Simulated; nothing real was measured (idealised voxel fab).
process module | voxel capacitor over wiring
cross-section cut | 285 nm wide | cells 5 nm
A cross-section is a grid of square cells, given in bands from the top down. A band is one or more rows of cells.
Each band's line starts with the height of the band's top and of its bottom, in nm. Then come its materials from left to right, each with its width in nm. One material with "throughout" fills the band from edge to edge. "air" is empty space.
Height 0 is the level under which the wafer as received is all one material. The lowest band goes on downwards, as in "0 down".
A width such as "30 to 40" changes by the same amount from each row of cells to the next, from the band's top row to its bottom row.
"no change" after a step means that no cell of the cross-section changed.
closed voids: empty space of 8 cells or more with no open way to the top, each as width x height at its distance from the left edge, in nm
after a step's settings: what the simulator itself notes on the step
overlay nm, on a step with a mask: how far to the right of its planned place the mask lay; to the left if negative
plan
1 op RECEIVE | material Si
2 op CONFORMAL_DEP | material SiO2 | thk nm 10
3 op CONFORMAL_DEP | material SiN | thk nm 5
4 op DIRECTIONAL_DEP | material SiO2 | thk nm 20
5 op MASKED_ETCH | tone open | mask id METAL_1 | width nm 30 | pitch nm 80 | etch materials SiO2 | depth nm 20 | overlay nm 0
6 op MASKED_ETCH | tone open | mask id METAL_1 | width nm 30 | pitch nm 80 | etch materials SiN | depth nm 5 | overlay nm 0
7 op CONFORMAL_DEP | material TiN | thk nm 5
8 op FILL_DEP | material W | thk nm 10
9 op CMP | height nm 35
10 op CONFORMAL_DEP | material SiCN | thk nm 5
11 op DIRECTIONAL_DEP | material lowk | thk nm 20
12 op PATTERN | tone open | mask id PLUG_1 | material resist | width nm 15 | thk nm 20 | overlay nm 0
13 op DIRECTIONAL_ETCH | etch materials lowk | depth nm 20
14 op DIRECTIONAL_ETCH | etch materials SiCN | depth nm 5
15 op STRIP | etch materials resist
16 op CONFORMAL_DEP | material TiN | thk nm 5
17 op FILL_DEP | material Cu | thk nm 10
18 op CMP | height nm 60
19 op DIRECTIONAL_DEP | material TiN | thk nm 5
20 op DIRECTIONAL_DEP | material SiN | thk nm 5
21 op DIRECTIONAL_DEP | material TiN | thk nm 10
22 op MASKED_ETCH | tone cover | mask id UPPER_PLATE | width nm 55 | etch materials TiN | depth nm 10 | overlay nm 0
23 op MASKED_ETCH | tone cover | mask id UPPER_PLATE | width nm 55 | etch materials SiN | depth nm 5 | overlay nm 0
24 op DIRECTIONAL_DEP | material aC | thk nm 10
25 op PATTERN | tone cover | mask id LOWER_PLATE | material resist | width nm 65 | thk nm 30 | overlay nm 0
26 op DIRECTIONAL_ETCH | etch materials aC | depth nm 10
27 op STRIP | etch materials resist
28 op DIRECTIONAL_ETCH | etch materials TiN | depth nm 5
29 op STRIP | etch materials aC
30 op FILL_DEP | material SiO2 | thk nm 15
31 op CMP | height nm 90
32 op MASKED_ETCH | tone open | mask id PLUG_2 | width nm 15 | etch materials SiO2 | depth nm 10 | overlay nm 0
33 op CONFORMAL_DEP | material TiN | thk nm 5
34 op FILL_DEP | material Ru | thk nm 5
35 op CMP | height nm 90
36 op CONFORMAL_DEP | material SiN | thk nm 5
as received, after step 1
  0 down: Si throughout
  closed voids: none
a wafer at the end: this start, this plan, one mistake
  95 to 90: SiN throughout
  90 to 85: SiO2 110 | TiN 5 | Ru 5 | TiN 5 | SiO2 160
  85 to 80: SiO2 110 | TiN 15 | SiO2 160
  80 to 75: SiO2 throughout
  75 to 65: SiO2 100 | TiN 55 | SiO2 130
  65 to 60: SiO2 95 | TiN 65 | SiO2 125
  60 to 40: lowk 100 | TiN 5 | Cu 5 | TiN 5 | lowk 170
  40 to 35: SiCN 100 | TiN 15 | SiCN 170
  35 to 15: SiO2 85 | TiN 5 | W 20 | TiN 5 | SiO2 50 | TiN 5 | W 20 | TiN 5 | SiO2 90
  15 to 10: SiN 85 | TiN 30 | SiN 50 | TiN 30 | SiN 90
  10 to 0: SiO2 throughout
  0 down: Si throughout
  closed voids: none
what went wrong: step 20 was left out
